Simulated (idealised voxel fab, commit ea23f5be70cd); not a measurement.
process module | voxel self aligned contacts
cross-section cut | 250 nm wide | cells 5 nm
A cross-section is a grid of square cells, given in bands from the top down. A band is one or more rows of cells.
Each band's line starts with the height of the band's top and of its bottom, in nm. Then come its materials from left to right, each with its width in nm. One material with "throughout" fills the band from edge to edge. "air" is empty space.
Height 0 is the level under which the wafer as received is all one material. The lowest band goes on downwards, as in "0 down".
A width such as "30 to 40" changes by the same amount from each row of cells to the next, from the band's top row to its bottom row.
"no change" after a step means that no cell of the cross-section changed.
closed voids: empty space of 8 cells or more with no open way to the top, each as width x height at its distance from the left edge, in nm
after a step's settings: what the simulator itself notes on the step
overlay nm, on a step with a mask: how far to the right of its planned place the mask lay; to the left if negative
plan
1 op RECEIVE | material Si
2 op CONFORMAL_DEP | material SiO2 | thk nm 5
3 op DIRECTIONAL_DEP | material polySi | thk nm 20
4 op DIRECTIONAL_DEP | material SiN | thk nm 20
5 op PATTERN | tone cover | mask id GATE | material resist | width nm 25 | pitch nm 70 | thk nm 20 | overlay nm 0
6 op DIRECTIONAL_ETCH | etch materials SiN | depth nm 20
7 op DIRECTIONAL_ETCH | etch materials polySi | depth nm 20
8 op STRIP | etch materials resist
9 op CONFORMAL_DEP | material SiN | thk nm 10
10 op DIRECTIONAL_ETCH | etch materials SiN | depth nm 10
11 op FILL_DEP | material SiO2 | thk nm 15
12 op CMP | height nm 55
13 op PATTERN | tone open | mask id CONTACT | material resist | width nm 55 | pitch nm 70 | thk nm 15 | overlay nm 0
14 op DIRECTIONAL_ETCH | etch materials SiO2 | depth nm 55
15 op STRIP | etch materials resist
16 op CONFORMAL_DEP | material TiN | thk nm 5
17 op FILL_DEP | material W | thk nm 5
18 op CMP | height nm 55
19 op CONFORMAL_DEP | material SiN | thk nm 5
as received, after step 1
  0 down: Si throughout
  closed voids: none
first wafer at the end, as planned
  60 to 55: SiN throughout
  55 to 45: SiO2 60 | TiN 5 to 20 | W 45 to 15 | TiN 5 to 20 | SiO2 15 | TiN 5 to 20 | W 45 to 15 | TiN 5 to 20 | SiO2 65
  45 to 25: SiO2 30 | SiN 45 | TiN 5 | W 15 | TiN 5 | SiN 45 | TiN 5 | W 15 | TiN 5 | SiN 45 | SiO2 35
  25 to 5: SiO2 30 | SiN 10 | polySi 25 | SiN 10 | TiN 5 | W 15 | TiN 5 | SiN 10 | polySi 25 | SiN 10 | TiN 5 | W 15 | TiN 5 | SiN 10 | polySi 25 | SiN 10 | SiO2 35
  5 to 0: SiO2 75 | TiN 25 | SiO2 45 | TiN 25 | SiO2 80
  0 down: Si throughout
  closed voids: none
second wafer at the end: like start, like plan, one mistake
  60 to 55: SiN throughout
  55 to 45: SiO2 60 | TiN 5 | W 45 | TiN 5 | SiO2 15 | TiN 5 | W 45 | TiN 5 | SiO2 65
  45 to 40: SiO2 60 | TiN 20 | W 15 | TiN 20 | SiO2 15 | TiN 20 | W 15 | TiN 20 | SiO2 65
  40 to 20: SiO2 30 | SiN 45 | TiN 5 | W 15 | TiN 5 | SiN 45 | TiN 5 | W 15 | TiN 5 | SiN 45 | SiO2 35
  20 to 5: SiO2 30 | SiN 10 | polySi 25 | SiN 10 | TiN 5 | W 15 | TiN 5 | SiN 10 | polySi 25 | SiN 10 | TiN 5 | W 15 | TiN 5 | SiN 10 | polySi 25 | SiN 10 | SiO2 35
  5 to 0: SiO2 30 | SiN 10 | polySi 25 | SiN 10 | TiN 25 | SiN 10 | polySi 25 | SiN 10 | TiN 25 | SiN 10 | polySi 25 | SiN 10 | SiO2 35
  0 down: Si throughout
  closed voids: none
what went wrong: step 2 was left out
at the end the second wafer has, in cells: 12 fewer of SiO2 | 12 more of W
